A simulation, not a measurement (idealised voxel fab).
Presented below is a process module, voxel transistor to metal.
Section shown: cut. Width: 175 nm. Cell size: 5 nm, square.
Heads up, the way a cross-section reads in here is a grid of square cells, handed over as bands from the top down, with every band being one or more rows of cells.
Look at the band entry: it leads with the top's height and the bottom's height in nm. Then it lists the materials left to right, with a width in nm for each. The word "full width" on a single material says that material fills the band edge to edge. The word "air" is empty space.
Beneath 0, the wafer as received is one material, and that level is where height counting begins. The lowest band goes on downward without a bottom; it is written like "0 and below".
A width given as "30..40" starts at the first number in the band's top row and ends at the second number in its bottom row, shifting by an equal amount at every step from row to row.
Where a step carries "nothing altered", the cross-section came out of it unchanged, cell for cell.
Entry "Sealed void inventory". Content: empty spaces with no open connection to the top, size 8 cells or greater. Each: width x height at distance. Distance: from left edge. Unit: nm.
It should be noted that, on the line of a given step, the content following the step's settings is a remark produced by the simulator itself with respect to that step.
overlay nm: where the mask lay relative to plan, measured to the right, on steps with a mask; negatives go left.
-- Steps planned for the process
1 RECEIVE (material Si)
2 OXIDIZE (depth nm 5)
3 CONFORMAL_DEP (material SiN; thk nm 10)
4 PATTERN (tone cover; mask id ACTIVE; material resist; width nm 105; thk nm 20; overlay nm 0)
5 DIRECTIONAL_ETCH (etch materials SiN; depth nm 10)
6 DIRECTIONAL_ETCH (etch materials SiO2; depth nm 5)
7 DIRECTIONAL_ETCH (etch materials Si; depth nm 25)
8 STRIP (etch materials resist)
9 OXIDIZE (depth nm 5)
10 FILL_DEP (material SiO2; thk nm 15)
11 CMP (height nm 10)
12 SELECTIVE_ETCH (etch materials SiO2; depth nm 5)
13 STRIP (etch materials SiN)
14 SELECTIVE_ETCH (etch materials SiO2; depth nm 5)
15 OXIDIZE (depth nm 5)
16 DIRECTIONAL_DEP (material polySi; thk nm 20)
17 DIRECTIONAL_DEP (material SiCN; thk nm 10)
18 MASKED_ETCH (tone cover; mask id GATE; width nm 25; etch materials SiCN; depth nm 20; overlay nm 0)
19 MASKED_ETCH (tone cover; mask id GATE; width nm 25; etch materials polySi; depth nm 30; overlay nm 0)
20 CONFORMAL_DEP (material SiO2; thk nm 5)
21 DIRECTIONAL_ETCH (etch materials SiO2; depth nm 5)
22 CONFORMAL_DEP (material SiN; thk nm 10)
23 DIRECTIONAL_ETCH (etch materials SiN; depth nm 10)
24 DIRECTIONAL_ETCH (etch materials SiO2; depth nm 5)
25 DIRECTIONAL_ETCH (etch materials Si; depth nm 15)
26 EPI (material nSi; thk nm 15)
27 FILL_DEP (material SiO2; thk nm 5)
28 CMP (height nm 15)
29 STRIP (etch materials polySi)
30 SELECTIVE_ETCH (etch materials SiO2; depth nm 5)
31 CONFORMAL_DEP (material HfO2; thk nm 5)
32 CONFORMAL_DEP (material TiN; thk nm 5)
33 FILL_DEP (material W; thk nm 10)
34 CMP (height nm 10)
35 DIRECTIONAL_DEP (material SiO2; thk nm 15)
36 DIRECTIONAL_DEP (material aC; thk nm 10)
37 PATTERN (tone open; mask id CONTACT; material resist; width nm 20; pitch nm 75; thk nm 30; overlay nm 0)
38 DIRECTIONAL_ETCH (etch materials aC; depth nm 10)
39 STRIP (etch materials resist)
40 DIRECTIONAL_ETCH (etch materials SiO2; depth nm 20)
41 STRIP (etch materials aC)
42 CONFORMAL_DEP (material TiN; thk nm 5)
43 FILL_DEP (material W; thk nm 10)
44 CMP (height nm 25)
45 DIRECTIONAL_DEP (material TiN; thk nm 5)
46 DIRECTIONAL_DEP (material W; thk nm 15)
47 PATTERN (tone cover; mask id METAL_1; material resist; width nm 20; pitch nm 75; thk nm 20; overlay nm 0)
48 DIRECTIONAL_ETCH (etch materials W; depth nm 15)
49 DIRECTIONAL_ETCH (etch materials TiN; depth nm 5)
50 STRIP (etch materials resist)
51 FILL_DEP (material SiO2; thk nm 10)
52 CMP (height nm 45)
53 CONFORMAL_DEP (material SiCN; thk nm 5)
54 DIRECTIONAL_DEP (material SiO2; thk nm 25)
55 MASKED_ETCH (tone open; mask id METAL_2; width nm 20; pitch nm 75; etch materials SiO2; depth nm 15; overlay nm 0)
56 MASKED_ETCH (tone open; mask id METAL_2_HOLES; width nm 15; pitch nm 75; etch materials SiO2; depth nm 10; overlay nm 0)
57 MASKED_ETCH (tone open; mask id METAL_2_HOLES; width nm 15; pitch nm 75; etch materials SiCN; depth nm 5; overlay nm 0)
58 CONFORMAL_DEP (material TiN; thk nm 5)
59 FILL_DEP (material Cu; thk nm 5)
60 CMP (height nm 75)
61 CONFORMAL_DEP (material SiN; thk nm 5)
-- Incoming wafer, cross-sectional view, post step 1
- 0 and below | Si full width
- Sealed void inventory: none
-- Cross-sectional image of the first of two wafers at the end of the module, the run having proceeded as planned
- 80 down to 75 | SiN full width
- 75 down to 65 | SiO2: 40, TiN: 5, Cu: 10, TiN: 5, SiO2: 55, TiN: 5, Cu: 10, TiN: 5, SiO2: 40
- 65 down to 60 | SiO2: 40, TiN: 5, Cu: 5, TiN: 10, SiO2: 55, TiN: 5, Cu: 5, TiN: 10, SiO2: 40
- 60 down to 50 | SiO2: 40, TiN: 5, Cu: 5, TiN: 5, SiO2: 60, TiN: 5, Cu: 5, TiN: 5, SiO2: 45
- 50 down to 45 | SiCN: 40, TiN: 15, SiCN: 60, TiN: 15, SiCN: 45
- 45 down to 30 | SiO2: 40, W: 20, SiO2: 55, W: 20, SiO2: 40
- 30 down to 25 | SiO2: 40, TiN: 20, SiO2: 55, TiN: 20, SiO2: 40
- 25 down to 10 | SiO2: 40, TiN: 5, W: 10, TiN: 5, SiO2: 55, TiN: 5, W: 10, TiN: 5, SiO2: 40
- 10 down to 5 | SiO2: 40, TiN: 20, SiN: 10, HfO2: 5, TiN: 5, W: 15, TiN: 5, HfO2: 5, SiN: 10, TiN: 20, SiO2: 40
- 5 down to 0 | SiO2: 40, nSi: 20, SiN: 10, HfO2: 5, TiN: 5, W: 15, TiN: 5, HfO2: 5, SiN: 10, nSi: 20, SiO2: 40
- 0 down to -5 | SiO2: 35, SiN: 10, nSi: 15, SiN: 10, HfO2: 5, TiN: 25, HfO2: 5, SiN: 10, nSi: 15, SiN: 10, SiO2: 35
- -5 down to -10 | SiO2: 45, nSi: 15, SiO2: 10, HfO2: 35, SiO2: 10, nSi: 15, SiO2: 45
- -10 down to -25 | SiO2: 40, Si: 5, nSi: 15, Si: 55, nSi: 15, Si: 5, SiO2: 40
- -25 down to -35 | SiO2: 40, Si: 95, SiO2: 40
- -35 and below | Si full width
- Sealed void inventory: none
-- Cross-sectional view: second of two wafers, end of module; start and plan identical to the first, one mistake in running
- 80 down to 75 | SiN full width
- 75 down to 65 | SiO2: 40, TiN: 5, Cu: 10, TiN: 5, SiO2: 55, TiN: 5, Cu: 10, TiN: 5, SiO2: 40
- 65 down to 60 | SiO2: 40, TiN: 5, Cu: 5, TiN: 10, SiO2: 55, TiN: 5, Cu: 5, TiN: 10, SiO2: 40
- 60 down to 50 | SiO2: 40, TiN: 5, Cu: 5, TiN: 5, SiO2: 60, TiN: 5, Cu: 5, TiN: 5, SiO2: 45
- 50 down to 45 | SiCN: 40, TiN: 15, SiCN: 60, TiN: 15, SiCN: 45
- 45 down to 30 | SiO2: 40, W: 20, SiO2: 55, W: 20, SiO2: 40
- 30 down to 20 | SiO2: 40, TiN: 20, SiO2: 55, TiN: 20, SiO2: 40
- 20 down to 10 | SiO2 full width
- 10 down to 5 | SiO2: 60, SiN: 10, HfO2: 5, TiN: 5, W: 15, TiN: 5, HfO2: 5, SiN: 10, SiO2: 60
- 5 down to 0 | SiO2: 40, nSi: 20, SiN: 10, HfO2: 5, TiN: 5, W: 15, TiN: 5, HfO2: 5, SiN: 10, nSi: 20, SiO2: 40
- 0 down to -5 | SiO2: 35, SiN: 10, nSi: 15, SiN: 10, HfO2: 5, TiN: 25, HfO2: 5, SiN: 10, nSi: 15, SiN: 10, SiO2: 35
- -5 down to -10 | SiO2: 45, nSi: 15, SiO2: 10, HfO2: 35, SiO2: 10, nSi: 15, SiO2: 45
- -10 down to -25 | SiO2: 40, Si: 5, nSi: 15, Si: 55, nSi: 15, Si: 5, SiO2: 40
- -25 down to -35 | SiO2: 40, Si: 95, SiO2: 40
- -35 and below | Si full width
- Sealed void inventory: none
Processing error: in the plan, step 35 was performed twice
Heads up, by the end the second wafer has more or fewer cells of some materials compared to the first: SiO2 +24; TiN -12; W -12
